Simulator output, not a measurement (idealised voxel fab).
process module | voxel trench capacitor
cross-section cut | 240 nm wide | cells 5 nm
A cross-section is a grid of square cells, given in bands from the top down. A band is one or more rows of cells.
Each band's line starts with the height of the band's top and of its bottom, in nm. Then come its materials from left to right, each with its width in nm. One material with "throughout" fills the band from edge to edge. "air" is empty space.
Height 0 is the level under which the wafer as received is all one material. The lowest band goes on downwards, as in "0 down".
A width such as "30 to 40" changes by the same amount from each row of cells to the next, from the band's top row to its bottom row.
"no change" after a step means that no cell of the cross-section changed.
closed voids: empty space of 8 cells or more with no open way to the top, each as width x height at its distance from the left edge, in nm
after a step's settings: what the simulator itself notes on the step
overlay nm, on a step with a mask: how far to the right of its planned place the mask lay; to the left if negative
plan
1 op RECEIVE | material Si
2 op CONFORMAL_DEP | material SiN | thk nm 5
3 op DIRECTIONAL_DEP | material aC | thk nm 15
4 op PATTERN | tone open | mask id TRENCH | material resist | width nm 25 | pitch nm 50 | thk nm 30 | overlay nm 0
5 op DIRECTIONAL_ETCH | etch materials aC | depth nm 15
6 op STRIP | etch materials resist
7 op DIRECTIONAL_ETCH | etch materials SiN | depth nm 5
8 op DIRECTIONAL_ETCH | etch materials Si | depth nm 25
9 op STRIP | etch materials aC
10 op CONFORMAL_DEP | material SiO2 | thk nm 5
11 op FILL_DEP | material polySi | thk nm 10
12 op CMP | height nm 5
as received, after step 1
  0 down: Si throughout
  closed voids: none
first wafer at the end, as planned
  5 to 0: SiN 55 | SiO2 5 | polySi 15 | SiO2 5 | SiN 25 | SiO2 5 | polySi 15 | SiO2 5 | SiN 25 | SiO2 5 | polySi 15 | SiO2 5 | SiN 60
  0 to -20: Si 55 | SiO2 5 | polySi 15 | SiO2 5 | Si 25 | SiO2 5 | polySi 15 | SiO2 5 | Si 25 | SiO2 5 | polySi 15 | SiO2 5 | Si 60
  -20 to -25: Si 55 | SiO2 25 | Si 25 | SiO2 25 | Si 25 | SiO2 25 | Si 60
  -25 down: Si throughout
  closed voids: none
second wafer at the end: like start, like plan, one mistake
  5 to 0: SiN 55 | SiO2 5 | polySi 15 | SiO2 5 | SiN 25 | SiO2 5 | polySi 15 | SiO2 5 | SiN 25 | SiO2 5 | polySi 15 | SiO2 5 | SiN 60
  0 to -45: Si 55 | SiO2 5 | polySi 15 | SiO2 5 | Si 25 | SiO2 5 | polySi 15 | SiO2 5 | Si 25 | SiO2 5 | polySi 15 | SiO2 5 | Si 60
  -45 to -50: Si 55 | SiO2 25 | Si 25 | SiO2 25 | Si 25 | SiO2 25 | Si 60
  -50 down: Si throughout
  closed voids: none
what went wrong: step 8 was run twice
at the end the second wafer has, in cells: 75 fewer of Si | 30 more of SiO2 | 45 more of polySi
